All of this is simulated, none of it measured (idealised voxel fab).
process module | voxel double patterning
cross-section cut | 200 nm wide | cells 5 nm
A cross-section is a grid of square cells, given in bands from the top down. A band is one or more rows of cells.
Each band's line starts with the height of the band's top and of its bottom, in nm. Then come its materials from left to right, each with its width in nm. One material with "throughout" fills the band from edge to edge. "air" is empty space.
Height 0 is the level under which the wafer as received is all one material. The lowest band goes on downwards, as in "0 down".
A width such as "30 to 40" changes by the same amount from each row of cells to the next, from the band's top row to its bottom row.
"no change" after a step means that no cell of the cross-section changed.
closed voids: empty space of 8 cells or more with no open way to the top, each as width x height at its distance from the left edge, in nm
after a step's settings: what the simulator itself notes on the step
overlay nm, on a step with a mask: how far to the right of its planned place the mask lay; to the left if negative
plan
1 op RECEIVE | material Si
2 op CONFORMAL_DEP | material SiO2 | thk nm 5
3 op DIRECTIONAL_DEP | material W | thk nm 10
4 op DIRECTIONAL_DEP | material SiCN | thk nm 10
5 op DIRECTIONAL_DEP | material aC | thk nm 15
6 op PATTERN | tone open | mask id FIRST | material resist | width nm 15 | pitch nm 50 | thk nm 30 | overlay nm 0
7 op DIRECTIONAL_ETCH | etch materials aC | depth nm 15
8 op STRIP | etch materials resist
9 op DIRECTIONAL_ETCH | etch materials SiCN | depth nm 10
10 op STRIP | etch materials aC
11 op PATTERN | tone open | mask id SECOND | material resist | width nm 15 | thk nm 15 | overlay nm 0
12 op DIRECTIONAL_ETCH | etch materials SiCN | depth nm 10
13 op STRIP | etch materials resist
14 op DIRECTIONAL_ETCH | etch materials W | depth nm 10
15 op STRIP | etch materials SiCN
as received, after step 1
  0 down: Si throughout
  closed voids: none
first wafer at the end, as planned
  15 to 5: W 65 | air 15 | W 10 | air 15 | W 10 | air 15 | W 70
  5 to 0: SiO2 throughout
  0 down: Si throughout
  closed voids: none
second wafer at the end: like start, like plan, one mistake
  15 to 10: SiO2 throughout
  10 to 0: W throughout
  0 down: Si throughout
  closed voids: none
what went wrong: steps 2 and 3 were swapped
at the end the second wafer has, in cells: 18 more of W
